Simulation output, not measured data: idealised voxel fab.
process module | voxel air gaps
cross-section cut | 265 nm wide | cells 5 nm
A cross-section is a grid of square cells, given in bands from the top down. A band is one or more rows of cells.
Each band's line starts with the height of the band's top and of its bottom, in nm. Then come its materials from left to right, each with its width in nm. One material with "throughout" fills the band from edge to edge. "air" is empty space.
Height 0 is the level under which the wafer as received is all one material. The lowest band goes on downwards, as in "0 down".
A width such as "30 to 40" changes by the same amount from each row of cells to the next, from the band's top row to its bottom row.
"no change" after a step means that no cell of the cross-section changed.
closed voids: empty space of 8 cells or more with no open way to the top, each as width x height at its distance from the left edge, in nm
after a step's settings: what the simulator itself notes on the step
overlay nm, on a step with a mask: how far to the right of its planned place the mask lay; to the left if negative
Each pair below shows a cross-section before one step and the cross-section after it, down to the lowest band that changed. The line under each pair gives the step between them, with its settings. The pairs can come from different runs of this module on the same starting wafer, so a pair continues from the pair above only where its "before" says so.
before
  0 down: Si throughout
  closed voids: none
after
  10 to 0: SiO2 throughout
  below 0: unchanged
  closed voids: none
the step between: op CONFORMAL_DEP | material SiO2 | thk nm 10
before: the cross-section after the pair above
after
  15 to 10: SiCN throughout
  below 10: unchanged
  closed voids: none
the step between: op CONFORMAL_DEP | material SiCN | thk nm 5
before: the cross-section after the pair above
after
  55 to 15: lowk throughout
  below 15: unchanged
  closed voids: none
the step between: op DIRECTIONAL_DEP | material lowk | thk nm 40
before: the cross-section after the pair above
after
  55 to 15: lowk 75 | air 20 | lowk 25 | air 20 | lowk 25 | air 20 | lowk 80
  below 15: unchanged
  closed voids: none
the step between: op MASKED_ETCH | tone open | mask id LINES | width nm 20 | pitch nm 45 | etch materials lowk | depth nm 40 | overlay nm 0
before: the cross-section after the pair above
after
  60 to 55: TiN 80 | air 10 | TiN 35 | air 10 | TiN 35 | air 10 | TiN 85
  55 to 20: lowk 75 | TiN 5 | air 10 | TiN 5 | lowk 25 | TiN 5 | air 10 | TiN 5 | lowk 25 | TiN 5 | air 10 | TiN 5 | lowk 80
  20 to 15: lowk 75 | TiN 20 | lowk 25 | TiN 20 | lowk 25 | TiN 20 | lowk 80
  below 15: unchanged
  closed voids: none
the step between: op CONFORMAL_DEP | material TiN | thk nm 5
before: the cross-section after the pair above
after
  65 to 60: W throughout
  60 to 55: TiN 80 | W 10 | TiN 35 | W 10 | TiN 35 | W 10 | TiN 85
  55 to 20: lowk 75 | TiN 5 | W 10 | TiN 5 | lowk 25 | TiN 5 | W 10 | TiN 5 | lowk 25 | TiN 5 | W 10 | TiN 5 | lowk 80
  below 20: unchanged
  closed voids: none
the step between: op FILL_DEP | material W | thk nm 5
before: the cross-section after the pair above
after
  55 to 20: lowk 75 | TiN 5 | W 10 | TiN 5 | lowk 25 | TiN 5 | W 10 | TiN 5 | lowk 25 | TiN 5 | W 10 | TiN 5 | lowk 80
  below 20: unchanged
  closed voids: none
the step between: op CMP | height nm 55
before: the cross-section after the pair above
after
  65 to 55: air 65 | Ru 40 | air 5 | Ru 40 | air 5 | Ru 40 | air 70
  below 55: unchanged
  closed voids: none
the step between: op EPI | material Ru | thk nm 10
before: the cross-section after the pair above
after
  65 to 55: air 65 | Ru 40 | air 5 | Ru 40 | air 5 | Ru 40 | air 70
  55 to 20: air 75 | TiN 5 | W 10 | TiN 5 | air 25 | TiN 5 | W 10 | TiN 5 | air 25 | TiN 5 | W 10 | TiN 5 | air 80
  20 to 15: air 75 | TiN 20 | air 25 | TiN 20 | air 25 | TiN 20 | air 80
  below 15: unchanged
  closed voids: none
the step between: op SELECTIVE_ETCH | etch materials lowk | depth nm 50
before: the cross-section after the pair above
after
  70 to 65: air 60 | SiCN 140 | air 65
  65 to 55: air 60 | SiCN 5 | Ru 40 | SiCN 5 | Ru 40 | SiCN 5 | Ru 40 | SiCN 5 | air 65
  55 to 50: air 60 | SiCN 15 | TiN 5 | W 10 | TiN 5 | SiCN 25 | TiN 5 | W 10 | TiN 5 | SiCN 25 | TiN 5 | W 10 | TiN 5 | SiCN 15 | air 65
  50 to 20: air 70 | SiCN 5 | TiN 5 | W 10 | TiN 5 | SiCN 5 | air 15 | SiCN 5 | TiN 5 | W 10 | TiN 5 | SiCN 5 | air 15 | SiCN 5 | TiN 5 | W 10 | TiN 5 | SiCN 5 | air 75
  20 to 15: SiCN 75 | TiN 20 | SiCN 25 | TiN 20 | SiCN 25 | TiN 20 | SiCN 80
  below 15: unchanged
  closed voids: 15 x 30 at 100; 15 x 30 at 145
the step between: op CONFORMAL_DEP | material SiCN | thk nm 5
before
  10 to 0: SiO2 throughout
  0 down: Si throughout
  closed voids: none
after
  50 to 10: lowk throughout
  below 10: unchanged
  closed voids: none
the step between: op DIRECTIONAL_DEP | material lowk | thk nm 40
before: the cross-section after the pair above
after
  50 to 10: lowk 75 | air 20 | lowk 25 | air 20 | lowk 25 | air 20 | lowk 80
  below 10: unchanged
  closed voids: none
the step between: op MASKED_ETCH | tone open | mask id LINES | width nm 20 | pitch nm 45 | etch materials lowk | depth nm 40 | overlay nm 0
before: the cross-section after the pair above
after
  55 to 50: TiN 80 | air 10 | TiN 35 | air 10 | TiN 35 | air 10 | TiN 85
  50 to 15: lowk 75 | TiN 5 | air 10 | TiN 5 | lowk 25 | TiN 5 | air 10 | TiN 5 | lowk 25 | TiN 5 | air 10 | TiN 5 | lowk 80
  15 to 10: lowk 75 | TiN 20 | lowk 25 | TiN 20 | lowk 25 | TiN 20 | lowk 80
  below 10: unchanged
  closed voids: none
the step between: op CONFORMAL_DEP | material TiN | thk nm 5
before: the cross-section after the pair above
after
  60 to 55: W throughout
  55 to 50: TiN 80 | W 10 | TiN 35 | W 10 | TiN 35 | W 10 | TiN 85
  50 to 15: lowk 75 | TiN 5 | W 10 | TiN 5 | lowk 25 | TiN 5 | W 10 | TiN 5 | lowk 25 | TiN 5 | W 10 | TiN 5 | lowk 80
  below 15: unchanged
  closed voids: none
the step between: op FILL_DEP | material W | thk nm 5
before: the cross-section after the pair above
after
  55 to 50: TiN 80 | W 10 | TiN 35 | W 10 | TiN 35 | W 10 | TiN 85
  below 50: unchanged
  closed voids: none
the step between: op CMP | height nm 55
before: the cross-section after the pair above
after
  65 to 55: Ru throughout
  below 55: unchanged
  closed voids: none
the step between: op EPI | material Ru | thk nm 10
before: the cross-section after the pair above
after
  70 to 65: SiCN throughout
  below 65: unchanged
  closed voids: none
the step between: op CONFORMAL_DEP | material SiCN | thk nm 5
before
  65 to 55: air 65 | Ru 40 | air 5 | Ru 40 | air 5 | Ru 40 | air 70
  55 to 20: lowk 75 | TiN 5 | W 10 | TiN 5 | lowk 25 | TiN 5 | W 10 | TiN 5 | lowk 25 | TiN 5 | W 10 | TiN 5 | lowk 80
  20 to 15: lowk 75 | TiN 20 | lowk 25 | TiN 20 | lowk 25 | TiN 20 | lowk 80
  15 to 10: SiCN throughout
  10 to 0: SiO2 throughout
  0 down: Si throughout
  closed voids: none
after
  75 to 55: air 55 | Ru 150 | air 60
  below 55: unchanged
  closed voids: none
the step between: op EPI | material Ru | thk nm 10
before: the cross-section after the pair above
after
  75 to 55: air 55 | Ru 150 | air 60
  55 to 20: air 75 | TiN 5 | W 10 | TiN 5 | lowk 25 | TiN 5 | W 10 | TiN 5 | lowk 25 | TiN 5 | W 10 | TiN 5 | air 80
  20 to 15: air 75 | TiN 20 | lowk 25 | TiN 20 | lowk 25 | TiN 20 | air 80
  below 15: unchanged
  closed voids: none
the step between: op SELECTIVE_ETCH | etch materials lowk | depth nm 50
before: the cross-section after the pair above
after
  80 to 75: air 50 | SiCN 160 | air 55
  75 to 55: air 50 | SiCN 5 | Ru 150 | SiCN 5 | air 55
  55 to 50: air 50 | SiCN 25 | TiN 5 | W 10 | TiN 5 | lowk 25 | TiN 5 | W 10 | TiN 5 | lowk 25 | TiN 5 | W 10 | TiN 5 | SiCN 25 | air 55
  50 to 20: air 70 | SiCN 5 | TiN 5 | W 10 | TiN 5 | lowk 25 | TiN 5 | W 10 | TiN 5 | lowk 25 | TiN 5 | W 10 | TiN 5 | SiCN 5 | air 75
  20 to 15: SiCN 75 | TiN 20 | lowk 25 | TiN 20 | lowk 25 | TiN 20 | SiCN 80
  below 15: unchanged
  closed voids: none
the step between: op CONFORMAL_DEP | material SiCN | thk nm 5
before
  0 down: Si throughout
  closed voids: none
after
  5 to 0: SiCN throughout
  below 0: unchanged
  closed voids: none
the step between: op CONFORMAL_DEP | material SiCN | thk nm 5
before: the cross-section after the pair above
after
  15 to 5: SiO2 throughout
  below 5: unchanged
  closed voids: none
the step between: op CONFORMAL_DEP | material SiO2 | thk nm 10
before: the cross-section after the pair above
after
  55 to 15: lowk throughout
  below 15: unchanged
  closed voids: none
the step between: op DIRECTIONAL_DEP | material lowk | thk nm 40
before: the cross-section after the pair above
after
  55 to 15: lowk 75 | air 20 | lowk 25 | air 20 | lowk 25 | air 20 | lowk 80
  below 15: unchanged
  closed voids: none
the step between: op MASKED_ETCH | tone open | mask id LINES | width nm 20 | pitch nm 45 | etch materials lowk | depth nm 40 | overlay nm 0
before: the cross-section after the pair above
after
  60 to 55: TiN 80 | air 10 | TiN 35 | air 10 | TiN 35 | air 10 | TiN 85
  55 to 20: lowk 75 | TiN 5 | air 10 | TiN 5 | lowk 25 | TiN 5 | air 10 | TiN 5 | lowk 25 | TiN 5 | air 10 | TiN 5 | lowk 80
  20 to 15: lowk 75 | TiN 20 | lowk 25 | TiN 20 | lowk 25 | TiN 20 | lowk 80
  below 15: unchanged
  closed voids: none
the step between: op CONFORMAL_DEP | material TiN | thk nm 5
before: the cross-section after the pair above
after
  65 to 60: W throughout
  60 to 55: TiN 80 | W 10 | TiN 35 | W 10 | TiN 35 | W 10 | TiN 85
  55 to 20: lowk 75 | TiN 5 | W 10 | TiN 5 | lowk 25 | TiN 5 | W 10 | TiN 5 | lowk 25 | TiN 5 | W 10 | TiN 5 | lowk 80
  below 20: unchanged
  closed voids: none
the step between: op FILL_DEP | material W | thk nm 5
before: the cross-section after the pair above
after
  55 to 20: lowk 75 | TiN 5 | W 10 | TiN 5 | lowk 25 | TiN 5 | W 10 | TiN 5 | lowk 25 | TiN 5 | W 10 | TiN 5 | lowk 80
  below 20: unchanged
  closed voids: none
the step between: op CMP | height nm 55
before: the cross-section after the pair above
after
  65 to 55: air 65 | Ru 40 | air 5 | Ru 40 | air 5 | Ru 40 | air 70
  below 55: unchanged
  closed voids: none
the step between: op EPI | material Ru | thk nm 10
before: the cross-section after the pair above
after
  65 to 55: air 65 | Ru 40 | air 5 | Ru 40 | air 5 | Ru 40 | air 70
  55 to 20: air 75 | TiN 5 | W 10 | TiN 5 | air 25 | TiN 5 | W 10 | TiN 5 | air 25 | TiN 5 | W 10 | TiN 5 | air 80
  20 to 15: air 75 | TiN 20 | air 25 | TiN 20 | air 25 | TiN 20 | air 80
  below 15: unchanged
  closed voids: none
the step between: op SELECTIVE_ETCH | etch materials lowk | depth nm 50
before: the cross-section after the pair above
after
  70 to 65: air 60 | SiCN 140 | air 65
  65 to 55: air 60 | SiCN 5 | Ru 40 | SiCN 5 | Ru 40 | SiCN 5 | Ru 40 | SiCN 5 | air 65
  55 to 50: air 60 | SiCN 15 | TiN 5 | W 10 | TiN 5 | SiCN 25 | TiN 5 | W 10 | TiN 5 | SiCN 25 | TiN 5 | W 10 | TiN 5 | SiCN 15 | air 65
  50 to 20: air 70 | SiCN 5 | TiN 5 | W 10 | TiN 5 | SiCN 5 | air 15 | SiCN 5 | TiN 5 | W 10 | TiN 5 | SiCN 5 | air 15 | SiCN 5 | TiN 5 | W 10 | TiN 5 | SiCN 5 | air 75
  20 to 15: SiCN 75 | TiN 20 | SiCN 25 | TiN 20 | SiCN 25 | TiN 20 | SiCN 80
  below 15: unchanged
  closed voids: 15 x 30 at 100; 15 x 30 at 145
the step between: op CONFORMAL_DEP | material SiCN | thk nm 5
before
  65 to 60: W throughout
  60 to 55: TiN 80 | W 10 | TiN 35 | W 10 | TiN 35 | W 10 | TiN 85
  55 to 20: lowk 75 | TiN 5 | W 10 | TiN 5 | lowk 25 | TiN 5 | W 10 | TiN 5 | lowk 25 | TiN 5 | W 10 | TiN 5 | lowk 80
  20 to 15: lowk 75 | TiN 20 | lowk 25 | TiN 20 | lowk 25 | TiN 20 | lowk 80
  15 to 10: SiCN throughout
  10 to 0: SiO2 throughout
  0 down: Si throughout
  closed voids: none
after
  45 to 20: lowk 75 | TiN 5 | W 10 | TiN 5 | lowk 25 | TiN 5 | W 10 | TiN 5 | lowk 25 | TiN 5 | W 10 | TiN 5 | lowk 80
  below 20: unchanged
  closed voids: none
the step between: op CMP | height nm 45
before: the cross-section after the pair above
after
  55 to 45: air 65 | Ru 40 | air 5 | Ru 40 | air 5 | Ru 40 | air 70
  below 45: unchanged
  closed voids: none
the step between: op EPI | material Ru | thk nm 10
before: the cross-section after the pair above
after
  55 to 45: air 65 | Ru 40 | air 5 | Ru 40 | air 5 | Ru 40 | air 70
  45 to 20: air 75 | TiN 5 | W 10 | TiN 5 | air 25 | TiN 5 | W 10 | TiN 5 | air 25 | TiN 5 | W 10 | TiN 5 | air 80
  20 to 15: air 75 | TiN 20 | air 25 | TiN 20 | air 25 | TiN 20 | air 80
  below 15: unchanged
  closed voids: none
the step between: op SELECTIVE_ETCH | etch materials lowk | depth nm 50
before: the cross-section after the pair above
after
  60 to 55: air 60 | SiCN 140 | air 65
  55 to 45: air 60 | SiCN 5 | Ru 40 | SiCN 5 | Ru 40 | SiCN 5 | Ru 40 | SiCN 5 | air 65
  45 to 40: air 60 | SiCN 15 | TiN 5 | W 10 | TiN 5 | SiCN 25 | TiN 5 | W 10 | TiN 5 | SiCN 25 | TiN 5 | W 10 | TiN 5 | SiCN 15 | air 65
  40 to 20: air 70 | SiCN 5 | TiN 5 | W 10 | TiN 5 | SiCN 5 | air 15 | SiCN 5 | TiN 5 | W 10 | TiN 5 | SiCN 5 | air 15 | SiCN 5 | TiN 5 | W 10 | TiN 5 | SiCN 5 | air 75
  20 to 15: SiCN 75 | TiN 20 | SiCN 25 | TiN 20 | SiCN 25 | TiN 20 | SiCN 80
  below 15: unchanged
  closed voids: 15 x 20 at 100; 15 x 20 at 145
the step between: op CONFORMAL_DEP | material SiCN | thk nm 5
before
  55 to 15: lowk throughout
  15 to 10: SiCN throughout
  10 to 0: SiO2 throughout
  0 down: Si throughout
  closed voids: none
after
  55 to 15: lowk 70 | air 30 | lowk 15 | air 30 | lowk 15 | air 30 | lowk 75
  below 15: unchanged
  closed voids: none
the step between: op MASKED_ETCH | tone open | mask id LINES | width nm 30 | pitch nm 45 | etch materials lowk | depth nm 40 | overlay nm 0
before: the cross-section after the pair above
after
  60 to 55: TiN 75 | air 20 | TiN 25 | air 20 | TiN 25 | air 20 | TiN 80
  55 to 20: lowk 70 | TiN 5 | air 20 | TiN 5 | lowk 15 | TiN 5 | air 20 | TiN 5 | lowk 15 | TiN 5 | air 20 | TiN 5 | lowk 75
  20 to 15: lowk 70 | TiN 30 | lowk 15 | TiN 30 | lowk 15 | TiN 30 | lowk 75
  below 15: unchanged
  closed voids: none
the step between: op CONFORMAL_DEP | material TiN | thk nm 5
before: the cross-section after the pair above
after
  65 to 60: W throughout
  60 to 55: TiN 75 | W 20 | TiN 25 | W 20 | TiN 25 | W 20 | TiN 80
  55 to 20: lowk 70 | TiN 5 | W 20 | TiN 5 | lowk 15 | TiN 5 | W 20 | TiN 5 | lowk 15 | TiN 5 | W 20 | TiN 5 | lowk 75
  below 20: unchanged
  closed voids: none
the step between: op FILL_DEP | material W | thk nm 5
before: the cross-section after the pair above
after
  55 to 20: lowk 70 | TiN 5 | W 20 | TiN 5 | lowk 15 | TiN 5 | W 20 | TiN 5 | lowk 15 | TiN 5 | W 20 | TiN 5 | lowk 75
  below 20: unchanged
  closed voids: none
the step between: op CMP | height nm 55
before: the cross-section after the pair above
after
  65 to 55: air 60 | Ru 140 | air 65
  below 55: unchanged
  closed voids: none
the step between: op EPI | material Ru | thk nm 10
before: the cross-section after the pair above
after
  65 to 55: air 60 | Ru 140 | air 65
  55 to 20: air 70 | TiN 5 | W 20 | TiN 5 | lowk 15 | TiN 5 | W 20 | TiN 5 | lowk 15 | TiN 5 | W 20 | TiN 5 | air 75
  20 to 15: air 70 | TiN 30 | lowk 15 | TiN 30 | lowk 15 | TiN 30 | air 75
  below 15: unchanged
  closed voids: none
the step between: op SELECTIVE_ETCH | etch materials lowk | depth nm 50
before: the cross-section after the pair above
after
  70 to 65: air 55 | SiCN 150 | air 60
  65 to 55: air 55 | SiCN 5 | Ru 140 | SiCN 5 | air 60
  55 to 50: air 55 | SiCN 15 | TiN 5 | W 20 | TiN 5 | lowk 15 | TiN 5 | W 20 | TiN 5 | lowk 15 | TiN 5 | W 20 | TiN 5 | SiCN 15 | air 60
  50 to 20: air 65 | SiCN 5 | TiN 5 | W 20 | TiN 5 | lowk 15 | TiN 5 | W 20 | TiN 5 | lowk 15 | TiN 5 | W 20 | TiN 5 | SiCN 5 | air 70
  20 to 15: SiCN 70 | TiN 30 | lowk 15 | TiN 30 | lowk 15 | TiN 30 | SiCN 75
  below 15: unchanged
  closed voids: none
the step between: op CONFORMAL_DEP | material SiCN | thk nm 5
before
  55 to 15: lowk throughout
  15 to 10: SiCN throughout
  10 to 0: SiO2 throughout
  0 down: Si throughout
  closed voids: none
after
  55 to 15: lowk 70 | air 20 | lowk 25 | air 20 | lowk 25 | air 20 | lowk 85
  below 15: unchanged
  closed voids: none
the step between: op MASKED_ETCH | tone open | mask id LINES | width nm 20 | pitch nm 45 | etch materials lowk | depth nm 40 | overlay nm -5
before: the cross-section after the pair above
after
  60 to 55: TiN 75 | air 10 | TiN 35 | air 10 | TiN 35 | air 10 | TiN 90
  55 to 20: lowk 70 | TiN 5 | air 10 | TiN 5 | lowk 25 | TiN 5 | air 10 | TiN 5 | lowk 25 | TiN 5 | air 10 | TiN 5 | lowk 85
  20 to 15: lowk 70 | TiN 20 | lowk 25 | TiN 20 | lowk 25 | TiN 20 | lowk 85
  below 15: unchanged
  closed voids: none
the step between: op CONFORMAL_DEP | material TiN | thk nm 5
before: the cross-section after the pair above
after
  65 to 60: W throughout
  60 to 55: TiN 75 | W 10 | TiN 35 | W 10 | TiN 35 | W 10 | TiN 90
  55 to 20: lowk 70 | TiN 5 | W 10 | TiN 5 | lowk 25 | TiN 5 | W 10 | TiN 5 | lowk 25 | TiN 5 | W 10 | TiN 5 | lowk 85
  below 20: unchanged
  closed voids: none
the step between: op FILL_DEP | material W | thk nm 5
before: the cross-section after the pair above
after
  55 to 20: lowk 70 | TiN 5 | W 10 | TiN 5 | lowk 25 | TiN 5 | W 10 | TiN 5 | lowk 25 | TiN 5 | W 10 | TiN 5 | lowk 85
  below 20: unchanged
  closed voids: none
the step between: op CMP | height nm 55
before: the cross-section after the pair above
after
  65 to 55: air 60 | Ru 40 | air 5 | Ru 40 | air 5 | Ru 40 | air 75
  below 55: unchanged
  closed voids: none
the step between: op EPI | material Ru | thk nm 10
before: the cross-section after the pair above
after
  65 to 55: air 60 | Ru 40 | air 5 | Ru 40 | air 5 | Ru 40 | air 75
  55 to 20: air 70 | TiN 5 | W 10 | TiN 5 | air 25 | TiN 5 | W 10 | TiN 5 | air 25 | TiN 5 | W 10 | TiN 5 | air 85
  20 to 15: air 70 | TiN 20 | air 25 | TiN 20 | air 25 | TiN 20 | air 85
  below 15: unchanged
  closed voids: none
the step between: op SELECTIVE_ETCH | etch materials lowk | depth nm 50
before: the cross-section after the pair above
after
  70 to 65: air 55 | SiCN 140 | air 70
  65 to 55: air 55 | SiCN 5 | Ru 40 | SiCN 5 | Ru 40 | SiCN 5 | Ru 40 | SiCN 5 | air 70
  55 to 50: air 55 | SiCN 15 | TiN 5 | W 10 | TiN 5 | SiCN 25 | TiN 5 | W 10 | TiN 5 | SiCN 25 | TiN 5 | W 10 | TiN 5 | SiCN 15 | air 70
  50 to 20: air 65 | SiCN 5 | TiN 5 | W 10 | TiN 5 | SiCN 5 | air 15 | SiCN 5 | TiN 5 | W 10 | TiN 5 | SiCN 5 | air 15 | SiCN 5 | TiN 5 | W 10 | TiN 5 | SiCN 5 | air 80
  20 to 15: SiCN 70 | TiN 20 | SiCN 25 | TiN 20 | SiCN 25 | TiN 20 | SiCN 85
  below 15: unchanged
  closed voids: 15 x 30 at 95; 15 x 30 at 140
the step between: op CONFORMAL_DEP | material SiCN | thk nm 5
before
  55 to 15: lowk 75 | air 20 | lowk 25 | air 20 | lowk 25 | air 20 | lowk 80
  15 to 10: SiCN throughout
  10 to 0: SiO2 throughout
  0 down: Si throughout
  closed voids: none
after
  60 to 55: Ru 80 | air 10 | Ru 35 | air 10 | Ru 35 | air 10 | Ru 85
  55 to 20: lowk 75 | Ru 5 | air 10 | Ru 5 | lowk 25 | Ru 5 | air 10 | Ru 5 | lowk 25 | Ru 5 | air 10 | Ru 5 | lowk 80
  20 to 15: lowk 75 | Ru 20 | lowk 25 | Ru 20 | lowk 25 | Ru 20 | lowk 80
  below 15: unchanged
  closed voids: none
the step between: op CONFORMAL_DEP | material Ru | thk nm 5
before: the cross-section after the pair above
after
  65 to 60: W throughout
  60 to 55: Ru 80 | W 10 | Ru 35 | W 10 | Ru 35 | W 10 | Ru 85
  55 to 20: lowk 75 | Ru 5 | W 10 | Ru 5 | lowk 25 | Ru 5 | W 10 | Ru 5 | lowk 25 | Ru 5 | W 10 | Ru 5 | lowk 80
  below 20: unchanged
  closed voids: none
the step between: op FILL_DEP | material W | thk nm 5
before: the cross-section after the pair above
after
  55 to 20: lowk 75 | Ru 5 | W 10 | Ru 5 | lowk 25 | Ru 5 | W 10 | Ru 5 | lowk 25 | Ru 5 | W 10 | Ru 5 | lowk 80
  below 20: unchanged
  closed voids: none
the step between: op CMP | height nm 55
before: the cross-section after the pair above
after
  65 to 55: air 65 | Ru 40 | air 5 | Ru 40 | air 5 | Ru 40 | air 70
  below 55: unchanged
  closed voids: none
the step between: op EPI | material Ru | thk nm 10
before: the cross-section after the pair above
after
  65 to 55: air 65 | Ru 40 | air 5 | Ru 40 | air 5 | Ru 40 | air 70
  55 to 20: air 75 | Ru 5 | W 10 | Ru 5 | air 25 | Ru 5 | W 10 | Ru 5 | air 25 | Ru 5 | W 10 | Ru 5 | air 80
  20 to 15: air 75 | Ru 20 | air 25 | Ru 20 | air 25 | Ru 20 | air 80
  below 15: unchanged
  closed voids: none
the step between: op SELECTIVE_ETCH | etch materials lowk | depth nm 50
before: the cross-section after the pair above
after
  70 to 65: air 60 | SiCN 140 | air 65
  65 to 55: air 60 | SiCN 5 | Ru 40 | SiCN 5 | Ru 40 | SiCN 5 | Ru 40 | SiCN 5 | air 65
  55 to 50: air 60 | SiCN 15 | Ru 5 | W 10 | Ru 5 | SiCN 25 | Ru 5 | W 10 | Ru 5 | SiCN 25 | Ru 5 | W 10 | Ru 5 | SiCN 15 | air 65
  50 to 20: air 70 | SiCN 5 | Ru 5 | W 10 | Ru 5 | SiCN 5 | air 15 | SiCN 5 | Ru 5 | W 10 | Ru 5 | SiCN 5 | air 15 | SiCN 5 | Ru 5 | W 10 | Ru 5 | SiCN 5 | air 75
  20 to 15: SiCN 75 | Ru 20 | SiCN 25 | Ru 20 | SiCN 25 | Ru 20 | SiCN 80
  below 15: unchanged
  closed voids: 15 x 30 at 100; 15 x 30 at 145
the step between: op CONFORMAL_DEP | material SiCN | thk nm 5
before
  55 to 15: lowk throughout
  15 to 10: SiCN throughout
  10 to 0: SiO2 throughout
  0 down: Si throughout
  closed voids: none
after
  55 to 15: air 75 | lowk 20 | air 25 | lowk 20 | air 25 | lowk 20 | air 80
  below 15: unchanged
  closed voids: none
the step between: op MASKED_ETCH | tone cover | mask id LINES | width nm 20 | pitch nm 45 | etch materials lowk | depth nm 40 | overlay nm 0
before: the cross-section after the pair above
after
  60 to 55: air 70 | TiN 30 | air 15 | TiN 30 | air 15 | TiN 30 | air 75
  55 to 20: air 70 | TiN 5 | lowk 20 | TiN 5 | air 15 | TiN 5 | lowk 20 | TiN 5 | air 15 | TiN 5 | lowk 20 | TiN 5 | air 75
  20 to 15: TiN 75 | lowk 20 | TiN 25 | lowk 20 | TiN 25 | lowk 20 | TiN 80
  below 15: unchanged
  closed voids: none
the step between: op CONFORMAL_DEP | material TiN | thk nm 5
before: the cross-section after the pair above
after
  65 to 60: W throughout
  60 to 55: W 70 | TiN 30 | W 15 | TiN 30 | W 15 | TiN 30 | W 75
  55 to 20: W 70 | TiN 5 | lowk 20 | TiN 5 | W 15 | TiN 5 | lowk 20 | TiN 5 | W 15 | TiN 5 | lowk 20 | TiN 5 | W 75
  below 20: unchanged
  closed voids: none
the step between: op FILL_DEP | material W | thk nm 5
before: the cross-section after the pair above
after
  55 to 20: W 70 | TiN 5 | lowk 20 | TiN 5 | W 15 | TiN 5 | lowk 20 | TiN 5 | W 15 | TiN 5 | lowk 20 | TiN 5 | W 75
  below 20: unchanged
  closed voids: none
the step between: op CMP | height nm 55
before: the cross-section after the pair above
after
  65 to 55: Ru throughout
  below 55: unchanged
  closed voids: none
the step between: op EPI | material Ru | thk nm 10
before: the cross-section after the pair above
after
  70 to 65: SiCN throughout
  below 65: unchanged
  closed voids: none
the step between: op CONFORMAL_DEP | material SiCN | thk nm 5
